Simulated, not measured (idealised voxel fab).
The following is a process module called voxel wiring stack.
FYI the section here is cut, 285 nm wide, cells are 5 nm squares.
In what follows, cross-sections appear as grids of square cells, described through bands that run from the top down, where every band is one or more rows of cells. What a band's entry tells you: where the top is and where the bottom is, as heights in nm, and after that what lies inside, material by material from left to right, each with its width in nm. Empty space is written as the word "air", and a single material marked with the word "edge to edge" occupies the band from edge to edge. The reference from which all heights are counted is 0, the level beneath which the as-received wafer is entirely one material; the lowest band, having no lower bound, proceeds downward and is written after the example "from 0 down". Quick explanation for "30 to 40": the width changes in equal steps down the rows of cells, from the first number in the band's top row to the second number in its bottom row. What does "changes: none" mean for a step? It means no cell of the cross-section changed in that step. Entry "Enclosed cavity list". Content: empty spaces with no open connection to the top, size 8 cells or greater. Each: width x height at distance. Distance: from left edge. Unit: nm. The remark found on a step's line after its settings is issued by the simulator itself and pertains to that step. When a step includes a mask, the "overlay nm" setting on its line states how far to the right of its planned place that mask lay, and negative values state how far to the left.

# The planned process steps are enumerated hereunder
1,op RECEIVE | material Si
2,op CONFORMAL_DEP | material SiO2 | thk nm 15
3,op CONFORMAL_DEP | material SiCN | thk nm 5
4,op DIRECTIONAL_DEP | material SiO2 | thk nm 25
5,op PATTERN | tone open | mask id METAL_1 | material resist | width nm 25 | pitch nm 45 | thk nm 20 | overlay nm 0
6,op DIRECTIONAL_ETCH | etch materials SiO2 | depth nm 25
7,op DIRECTIONAL_ETCH | etch materials SiCN | depth nm 5
8,op STRIP | etch materials resist
9,op CONFORMAL_DEP | material TiN | thk nm 5
10,op FILL_DEP | material Cu | thk nm 10
11,op CMP | height nm 45
12,op CONFORMAL_DEP | material SiCN | thk nm 5
13,op DIRECTIONAL_DEP | material lowk | thk nm 35
14,op PATTERN | tone open | mask id METAL_2 | material resist | width nm 25 | pitch nm 45 | thk nm 15 | overlay nm 0
15,op DIRECTIONAL_ETCH | etch materials lowk | depth nm 20
16,op STRIP | etch materials resist
17,op MASKED_ETCH | tone open | mask id METAL_2_HOLES | width nm 15 | etch materials lowk | depth nm 15 | overlay nm 0
18,op MASKED_ETCH | tone open | mask id METAL_2_HOLES | width nm 15 | etch materials SiCN | depth nm 5 | overlay nm 0
19,op CONFORMAL_DEP | material TiN | thk nm 5
20,op FILL_DEP | material Ru | thk nm 10
21,op CMP | height nm 85
22,op CONFORMAL_DEP | material SiN | thk nm 5

# Cross-section, incoming material, after step 1
	from 0 down  Si edge to edge
	Enclosed cavity list: none

# Wafer cross-section at module end: first of two, run to plan
	from 90 to 85  SiN edge to edge
	from 85 to 70  105 nm lowk  5 nm TiN  15 nm Ru  5 nm TiN  20 nm lowk  5 nm TiN  15 nm Ru  5 nm TiN  110 nm lowk
	from 70 to 65  105 nm lowk  5 nm TiN  5 nm Ru  15 nm TiN  20 nm lowk  25 nm TiN  110 nm lowk
	from 65 to 50  105 nm lowk  5 nm TiN  5 nm Ru  5 nm TiN  165 nm lowk
	from 50 to 45  105 nm SiCN  15 nm TiN  165 nm SiCN
	from 45 to 20  105 nm SiO2  5 nm TiN  15 nm Cu  5 nm TiN  20 nm SiO2  5 nm TiN  15 nm Cu  5 nm TiN  110 nm SiO2
	from 20 to 15  105 nm SiCN  25 nm TiN  20 nm SiCN  25 nm TiN  110 nm SiCN
	from 15 to 0  SiO2 edge to edge
	from 0 down  Si edge to edge
	Enclosed cavity list: none

# This is the second of the two wafers, cross-sectioned at the end of the module; it started exactly like the first and was given the same plan, but it was run with one mistake
	from 90 to 85  SiN edge to edge
	from 85 to 70  105 nm lowk  5 nm TiN  15 nm Ru  5 nm TiN  20 nm lowk  5 nm TiN  15 nm Ru  5 nm TiN  110 nm lowk
	from 70 to 65  105 nm lowk  5 nm TiN  5 nm Ru  15 nm TiN  20 nm lowk  25 nm TiN  110 nm lowk
	from 65 to 50  105 nm lowk  5 nm TiN  5 nm Ru  5 nm TiN  165 nm lowk
	from 50 to 45  105 nm SiCN  15 nm TiN  165 nm SiCN
	from 45 to 35  Cu edge to edge
	from 35 to 30  110 nm TiN  15 nm Cu  30 nm TiN  15 nm Cu  115 nm TiN
	from 30 to 5  105 nm SiO2  5 nm TiN  15 nm Cu  5 nm TiN  20 nm SiO2  5 nm TiN  15 nm Cu  5 nm TiN  110 nm SiO2
	from 5 to 0  105 nm SiCN  25 nm TiN  20 nm SiCN  25 nm TiN  110 nm SiCN
	from 0 down  Si edge to edge
	Enclosed cavity list: none
Want to know what went wrong? step 2 of the plan got skipped, so it never ran
The closing comparison, in cells, has the second wafer with more or fewer of some materials than the first: Cu +120; SiO2 -171; TiN +51
